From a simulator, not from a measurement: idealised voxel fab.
The document below concerns the process module designated voxel trench capacitor.
Pictured: cross-section cut, 245 nm wide, on a grid of 5 nm square cells.
A cross-section is a grid of square cells, given in bands from the top down. A band is one or more rows of cells. First you get the band's top height and its bottom height, in nm, and then the materials it's made of, left to right, with each width in nm. If you see a single material with "all across", that one covers the band edge to edge. "air" is empty space. All heights in this document are referenced to 0, defined as the level beneath which the wafer, as received, consists entirely of one material. The lowest band is not bounded below; it extends indefinitely downward and is written in the form "0 -> down". The two numbers in a width such as "30..40" mark its ends across the band: the first belongs to the top row of cells, the second to the bottom row, and from each row to the next the width moves by the same amount. Given "nothing was modified" for a step, no cell of the cross-section differs between before and after that step. "Enclosed empty spaces" - sealed voids, min. 8 cells, no opening to top; format: width x height at distance (distance from left edge; nm throughout). Formally, on a step line, whatever follows the settings is a remark that the simulator itself makes on the step. "overlay nm" denotes, for a step that has a mask, the displacement of the mask to the right of its planned place, with negative values corresponding to the left.

The steps planned for the process are as follows:
1 RECEIVE, material Si
2 CONFORMAL_DEP, material SiN, thk nm 5
3 DIRECTIONAL_DEP, material aC, thk nm 15
4 PATTERN, tone open, mask id TRENCH, material resist, width nm 25, pitch nm 50, thk nm 30, overlay nm 0
5 DIRECTIONAL_ETCH, etch materials aC, depth nm 15
6 STRIP, etch materials resist
7 DIRECTIONAL_ETCH, etch materials SiN, depth nm 5
8 DIRECTIONAL_ETCH, etch materials Si, depth nm 25
9 STRIP, etch materials aC
10 CONFORMAL_DEP, material HfO2, thk nm 5
11 CONFORMAL_DEP, material TiN, thk nm 5
12 FILL_DEP, material W, thk nm 5
13 CMP, height nm 5

The first of two wafers, run as planned:

Incoming wafer in cross-section (state: after step 1):
	0 -> down | Si all across
	Enclosed empty spaces: none

State of the wafer after step 2, shown in cross-section:
	5 -> 0 | SiN all across
	Lower than 0, everything is as it was.

State of the wafer after step 3, shown in cross-section:
	20 -> 5 | aC all across
	Lower than 5, everything is as it was.

State of the wafer after step 4, shown in cross-section:
	50 -> 20 | 60 nm resist, 25 nm air, 25 nm resist, 25 nm air, 25 nm resist, 25 nm air, 60 nm resist
	Lower than 20, everything is as it was.

State of the wafer after step 5, shown in cross-section:
	35 -> 20 | 60 nm resist, 25 nm air, 25 nm resist, 25 nm air, 25 nm resist, 25 nm air, 60 nm resist
	20 -> 5 | 60 nm aC, 25 nm air, 25 nm aC, 25 nm air, 25 nm aC, 25 nm air, 60 nm aC
	Lower than 5, everything is as it was.

State of the wafer after step 6, shown in cross-section:
	20 -> 5 | 60 nm aC, 25 nm air, 25 nm aC, 25 nm air, 25 nm aC, 25 nm air, 60 nm aC
	Lower than 5, everything is as it was.

State of the wafer after step 7, shown in cross-section:
	20 -> 5 | 60 nm aC, 25 nm air, 25 nm aC, 25 nm air, 25 nm aC, 25 nm air, 60 nm aC
	5 -> 0 | 60 nm SiN, 25 nm air, 25 nm SiN, 25 nm air, 25 nm SiN, 25 nm air, 60 nm SiN
	Lower than 0, everything is as it was.

State of the wafer after step 8, shown in cross-section:
	20 -> 5 | 60 nm aC, 25 nm air, 25 nm aC, 25 nm air, 25 nm aC, 25 nm air, 60 nm aC
	5 -> 0 | 60 nm SiN, 25 nm air, 25 nm SiN, 25 nm air, 25 nm SiN, 25 nm air, 60 nm SiN
	0 -> -25 | 60 nm Si, 25 nm air, 25 nm Si, 25 nm air, 25 nm Si, 25 nm air, 60 nm Si
	Lower than -25, everything is as it was.

State of the wafer after step 9, shown in cross-section:
	5 -> 0 | 60 nm SiN, 25 nm air, 25 nm SiN, 25 nm air, 25 nm SiN, 25 nm air, 60 nm SiN
	Lower than 0, everything is as it was.

State of the wafer after step 10, shown in cross-section:
	10 -> 5 | 65 nm HfO2, 15 nm air, 35 nm HfO2, 15 nm air, 35 nm HfO2, 15 nm air, 65 nm HfO2
	5 -> 0 | 60 nm SiN, 5 nm HfO2, 15 nm air, 5 nm HfO2, 25 nm SiN, 5 nm HfO2, 15 nm air, 5 nm HfO2, 25 nm SiN, 5 nm HfO2, 15 nm air, 5 nm HfO2, 60 nm SiN
	0 -> -20 | 60 nm Si, 5 nm HfO2, 15 nm air, 5 nm HfO2, 25 nm Si, 5 nm HfO2, 15 nm air, 5 nm HfO2, 25 nm Si, 5 nm HfO2, 15 nm air, 5 nm HfO2, 60 nm Si
	-20 -> -25 | 60 nm Si, 25 nm HfO2, 25 nm Si, 25 nm HfO2, 25 nm Si, 25 nm HfO2, 60 nm Si
	Lower than -25, everything is as it was.

State of the wafer after step 11, shown in cross-section:
	15 -> 10 | 70 nm TiN, 5 nm air, 45 nm TiN, 5 nm air, 45 nm TiN, 5 nm air, 70 nm TiN
	10 -> 5 | 65 nm HfO2, 5 nm TiN, 5 nm air, 5 nm TiN, 35 nm HfO2, 5 nm TiN, 5 nm air, 5 nm TiN, 35 nm HfO2, 5 nm TiN, 5 nm air, 5 nm TiN, 65 nm HfO2
	5 -> 0 | 60 nm SiN, 5 nm HfO2, 5 nm TiN, 5 nm air, 5 nm TiN, 5 nm HfO2, 25 nm SiN, 5 nm HfO2, 5 nm TiN, 5 nm air, 5 nm TiN, 5 nm HfO2, 25 nm SiN, 5 nm HfO2, 5 nm TiN, 5 nm air, 5 nm TiN, 5 nm HfO2, 60 nm SiN
	0 -> -15 | 60 nm Si, 5 nm HfO2, 5 nm TiN, 5 nm air, 5 nm TiN, 5 nm HfO2, 25 nm Si, 5 nm HfO2, 5 nm TiN, 5 nm air, 5 nm TiN, 5 nm HfO2, 25 nm Si, 5 nm HfO2, 5 nm TiN, 5 nm air, 5 nm TiN, 5 nm HfO2, 60 nm Si
	-15 -> -20 | 60 nm Si, 5 nm HfO2, 15 nm TiN, 5 nm HfO2, 25 nm Si, 5 nm HfO2, 15 nm TiN, 5 nm HfO2, 25 nm Si, 5 nm HfO2, 15 nm TiN, 5 nm HfO2, 60 nm Si
	Lower than -20, everything is as it was.

State of the wafer after step 12, shown in cross-section:
	20 -> 15 | W all across
	15 -> 10 | 70 nm TiN, 5 nm W, 45 nm TiN, 5 nm W, 45 nm TiN, 5 nm W, 70 nm TiN
	10 -> 5 | 65 nm HfO2, 5 nm TiN, 5 nm W, 5 nm TiN, 35 nm HfO2, 5 nm TiN, 5 nm W, 5 nm TiN, 35 nm HfO2, 5 nm TiN, 5 nm W, 5 nm TiN, 65 nm HfO2
	5 -> 0 | 60 nm SiN, 5 nm HfO2, 5 nm TiN, 5 nm W, 5 nm TiN, 5 nm HfO2, 25 nm SiN, 5 nm HfO2, 5 nm TiN, 5 nm W, 5 nm TiN, 5 nm HfO2, 25 nm SiN, 5 nm HfO2, 5 nm TiN, 5 nm W, 5 nm TiN, 5 nm HfO2, 60 nm SiN
	0 -> -15 | 60 nm Si, 5 nm HfO2, 5 nm TiN, 5 nm W, 5 nm TiN, 5 nm HfO2, 25 nm Si, 5 nm HfO2, 5 nm TiN, 5 nm W, 5 nm TiN, 5 nm HfO2, 25 nm Si, 5 nm HfO2, 5 nm TiN, 5 nm W, 5 nm TiN, 5 nm HfO2, 60 nm Si
	Lower than -15, everything is as it was.

State of the wafer after step 13, shown in cross-section:
	5 -> 0 | 60 nm SiN, 5 nm HfO2, 5 nm TiN, 5 nm W, 5 nm TiN, 5 nm HfO2, 25 nm SiN, 5 nm HfO2, 5 nm TiN, 5 nm W, 5 nm TiN, 5 nm HfO2, 25 nm SiN, 5 nm HfO2, 5 nm TiN, 5 nm W, 5 nm TiN, 5 nm HfO2, 60 nm SiN
	Lower than 0, everything is as it was.

The Second Wafer: Common Origin and Plan, One Mistake in Execution, Identical to the First Through Step 3:

What the second wafer looks like in cross-section when step 4 should have wrapped up:
	50 -> 20 | 60 nm air, 25 nm resist, 25 nm air, 25 nm resist, 25 nm air, 25 nm resist, 60 nm air
	Lower than 20, everything is as it was.

What the second wafer looks like in cross-section when step 5 should have wrapped up:
	35 -> 20 | 60 nm air, 25 nm resist, 25 nm air, 25 nm resist, 25 nm air, 25 nm resist, 60 nm air
	20 -> 5 | 60 nm air, 25 nm aC, 25 nm air, 25 nm aC, 25 nm air, 25 nm aC, 60 nm air
	Lower than 5, everything is as it was.

What the second wafer looks like in cross-section when step 6 should have wrapped up:
	20 -> 5 | 60 nm air, 25 nm aC, 25 nm air, 25 nm aC, 25 nm air, 25 nm aC, 60 nm air
	Lower than 5, everything is as it was.

What the second wafer looks like in cross-section when step 7 should have wrapped up:
	20 -> 5 | 60 nm air, 25 nm aC, 25 nm air, 25 nm aC, 25 nm air, 25 nm aC, 60 nm air
	5 -> 0 | 60 nm air, 25 nm SiN, 25 nm air, 25 nm SiN, 25 nm air, 25 nm SiN, 60 nm air
	Lower than 0, everything is as it was.

What the second wafer looks like in cross-section when step 8 should have wrapped up:
	20 -> 5 | 60 nm air, 25 nm aC, 25 nm air, 25 nm aC, 25 nm air, 25 nm aC, 60 nm air
	5 -> 0 | 60 nm air, 25 nm SiN, 25 nm air, 25 nm SiN, 25 nm air, 25 nm SiN, 60 nm air
	0 -> -25 | 60 nm air, 25 nm Si, 25 nm air, 25 nm Si, 25 nm air, 25 nm Si, 60 nm air
	Lower than -25, everything is as it was.

What the second wafer looks like in cross-section when step 9 should have wrapped up:
	5 -> 0 | 60 nm air, 25 nm SiN, 25 nm air, 25 nm SiN, 25 nm air, 25 nm SiN, 60 nm air
	Lower than 0, everything is as it was.

What the second wafer looks like in cross-section when step 10 should have wrapped up:
	10 -> 5 | 55 nm air, 35 nm HfO2, 15 nm air, 35 nm HfO2, 15 nm air, 35 nm HfO2, 55 nm air
	5 -> 0 | 55 nm air, 5 nm HfO2, 25 nm SiN, 5 nm HfO2, 15 nm air, 5 nm HfO2, 25 nm SiN, 5 nm HfO2, 15 nm air, 5 nm HfO2, 25 nm SiN, 5 nm HfO2, 55 nm air
	0 -> -20 | 55 nm air, 5 nm HfO2, 25 nm Si, 5 nm HfO2, 15 nm air, 5 nm HfO2, 25 nm Si, 5 nm HfO2, 15 nm air, 5 nm HfO2, 25 nm Si, 5 nm HfO2, 55 nm air
	-20 -> -25 | 60 nm HfO2, 25 nm Si, 25 nm HfO2, 25 nm Si, 25 nm HfO2, 25 nm Si, 60 nm HfO2
	Lower than -25, everything is as it was.

What the second wafer looks like in cross-section when step 11 should have wrapped up:
	15 -> 10 | 50 nm air, 45 nm TiN, 5 nm air, 45 nm TiN, 5 nm air, 45 nm TiN, 50 nm air
	10 -> 5 | 50 nm air, 5 nm TiN, 35 nm HfO2, 5 nm TiN, 5 nm air, 5 nm TiN, 35 nm HfO2, 5 nm TiN, 5 nm air, 5 nm TiN, 35 nm HfO2, 5 nm TiN, 50 nm air
	5 -> 0 | 50 nm air, 5 nm TiN, 5 nm HfO2, 25 nm SiN, 5 nm HfO2, 5 nm TiN, 5 nm air, 5 nm TiN, 5 nm HfO2, 25 nm SiN, 5 nm HfO2, 5 nm TiN, 5 nm air, 5 nm TiN, 5 nm HfO2, 25 nm SiN, 5 nm HfO2, 5 nm TiN, 50 nm air
	0 -> -15 | 50 nm air, 5 nm TiN, 5 nm HfO2, 25 nm Si, 5 nm HfO2, 5 nm TiN, 5 nm air, 5 nm TiN, 5 nm HfO2, 25 nm Si, 5 nm HfO2, 5 nm TiN, 5 nm air, 5 nm TiN, 5 nm HfO2, 25 nm Si, 5 nm HfO2, 5 nm TiN, 50 nm air
	-15 -> -20 | 55 nm TiN, 5 nm HfO2, 25 nm Si, 5 nm HfO2, 15 nm TiN, 5 nm HfO2, 25 nm Si, 5 nm HfO2, 15 nm TiN, 5 nm HfO2, 25 nm Si, 5 nm HfO2, 55 nm TiN
	Lower than -20, everything is as it was.

What the second wafer looks like in cross-section when step 12 should have wrapped up:
	20 -> 15 | W all across
	15 -> 10 | 50 nm W, 45 nm TiN, 5 nm W, 45 nm TiN, 5 nm W, 45 nm TiN, 50 nm W
	10 -> 5 | 50 nm W, 5 nm TiN, 35 nm HfO2, 5 nm TiN, 5 nm W, 5 nm TiN, 35 nm HfO2, 5 nm TiN, 5 nm W, 5 nm TiN, 35 nm HfO2, 5 nm TiN, 50 nm W
	5 -> 0 | 50 nm W, 5 nm TiN, 5 nm HfO2, 25 nm SiN, 5 nm HfO2, 5 nm TiN, 5 nm W, 5 nm TiN, 5 nm HfO2, 25 nm SiN, 5 nm HfO2, 5 nm TiN, 5 nm W, 5 nm TiN, 5 nm HfO2, 25 nm SiN, 5 nm HfO2, 5 nm TiN, 50 nm W
	0 -> -15 | 50 nm W, 5 nm TiN, 5 nm HfO2, 25 nm Si, 5 nm HfO2, 5 nm TiN, 5 nm W, 5 nm TiN, 5 nm HfO2, 25 nm Si, 5 nm HfO2, 5 nm TiN, 5 nm W, 5 nm TiN, 5 nm HfO2, 25 nm Si, 5 nm HfO2, 5 nm TiN, 50 nm W
	Lower than -15, everything is as it was.

What the second wafer looks like in cross-section when step 13 should have wrapped up:
	5 -> 0 | 50 nm W, 5 nm TiN, 5 nm HfO2, 25 nm SiN, 5 nm HfO2, 5 nm TiN, 5 nm W, 5 nm TiN, 5 nm HfO2, 25 nm SiN, 5 nm HfO2, 5 nm TiN, 5 nm W, 5 nm TiN, 5 nm HfO2, 25 nm SiN, 5 nm HfO2, 5 nm TiN, 50 nm W
	Lower than 0, everything is as it was.
Error vs. plan: step 4: run off-plan, actual operation and settings PATTERN, tone cover, mask id TRENCH, material resist, width nm 25, pitch nm 50, thk nm 30, overlay nm 0
Final difference in cells, second wafer against first, listed per material as more or fewer: 19 more of HfO2, 95 fewer of Si, 19 fewer of SiN, 19 more of TiN, 76 more of W
